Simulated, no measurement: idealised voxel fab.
You're looking at the process module voxel self aligned vias.
FYI the section here is cut, 265 nm wide, cells are 5 nm squares.
Cross-sections here: square-cell grids, written as top-down lists of bands, a band being one or more rows of cells.
Within each band entry, the heights of the top and of the bottom of the band appear first, in that order and in nm; the materials of the band then follow from left to right, each with its corresponding width in nm. The designation "throughout" on a single material indicates that it fills the band from edge to edge; the designation "blank" indicates empty space.
A quick word on heights: they are counted from 0, and under that level the wafer as it came to us is one material throughout. The lowest band is different from the rest in having no bottom; it simply continues downward, written as in "0 nm and below".
A two-number width, for instance "30 to 40", indicates that the width is equal to the first number in the top row of the band and to the second number in the bottom row, and that it changes by a constant amount per row of cells.
When a step is marked "changes: none", none of the cells in the cross-section changed during that step.
The list in "Closed void entries" covers empty spaces of 8 cells or more that cannot reach the top through any open way, and it gives each as width x height at distance; the distance is from the left edge, and width, height and distance are in nm.
If you see something after the settings on a step's line, that's the simulator's own remark about that step.
When a step includes a mask, the "overlay nm" setting on its line states how far to the right of its planned place that mask lay, and negative values state how far to the left.

[Planned step list for the process]
1) RECEIVE [material Si]
2) CONFORMAL_DEP [material SiO2] [thk nm 15]
3) CONFORMAL_DEP [material SiCN] [thk nm 5]
4) DIRECTIONAL_DEP [material SiO2] [thk nm 30]
5) MASKED_ETCH [tone open] [mask id LINES] [width nm 25] [pitch nm 70] [etch materials SiO2] [depth nm 30] [overlay nm 0]
6) CONFORMAL_DEP [material TiN] [thk nm 5]
7) FILL_DEP [material W] [thk nm 10]
8) CMP [height nm 50]
9) SELECTIVE_ETCH [etch materials W Ru TiN] [depth nm 10]
10) FILL_DEP [material SiN] [thk nm 10]
11) CMP [height nm 50]
12) DIRECTIONAL_DEP [material SiO2] [thk nm 15]
13) DIRECTIONAL_DEP [material aC] [thk nm 10]
14) PATTERN [tone open] [mask id VIAS] [material resist] [width nm 45] [pitch nm 70] [thk nm 25] [overlay nm -15]
15) DIRECTIONAL_ETCH [etch materials aC] [depth nm 10]
16) STRIP [etch materials resist]
17) DIRECTIONAL_ETCH [etch materials SiO2] [depth nm 15]
18) DIRECTIONAL_ETCH [etch materials SiN] [depth nm 10]
19) STRIP [etch materials aC]
20) CONFORMAL_DEP [material TiN] [thk nm 5]
21) FILL_DEP [material W] [thk nm 10]
22) CMP [height nm 65]
23) CONFORMAL_DEP [material SiCN] [thk nm 5]
Wafer-to-wafer difference: overlay nm, step 14. Common start. Plan = first wafer's value.

[So this is the first of several wafers, cross-sectioned as it came to us, meaning it's at the end of step 1]
* 0 nm and below  Si throughout
* Closed void entries: none

[Per wafer, end of module: cells gained (+) or lost (-) per material since receipt, then closed voids]
overlay nm -15 | +106 SiCN | +6 SiN | +465 SiO2 | +84 TiN | +81 W | Closed void entries: none
overlay nm -10 | +106 SiCN | +465 SiO2 | +84 TiN | +87 W | Closed void entries: none
overlay nm -5 | +106 SiCN | +465 SiO2 | +84 TiN | +87 W | Closed void entries: none
overlay nm 0 | +106 SiCN | +465 SiO2 | +84 TiN | +87 W | Closed void entries: none
overlay nm 5 | +106 SiCN | +465 SiO2 | +84 TiN | +87 W | Closed void entries: none
overlay nm 10 | +106 SiCN | +465 SiO2 | +84 TiN | +87 W | Closed void entries: none
overlay nm 15 | +106 SiCN | +6 SiN | +465 SiO2 | +84 TiN | +81 W | Closed void entries: none
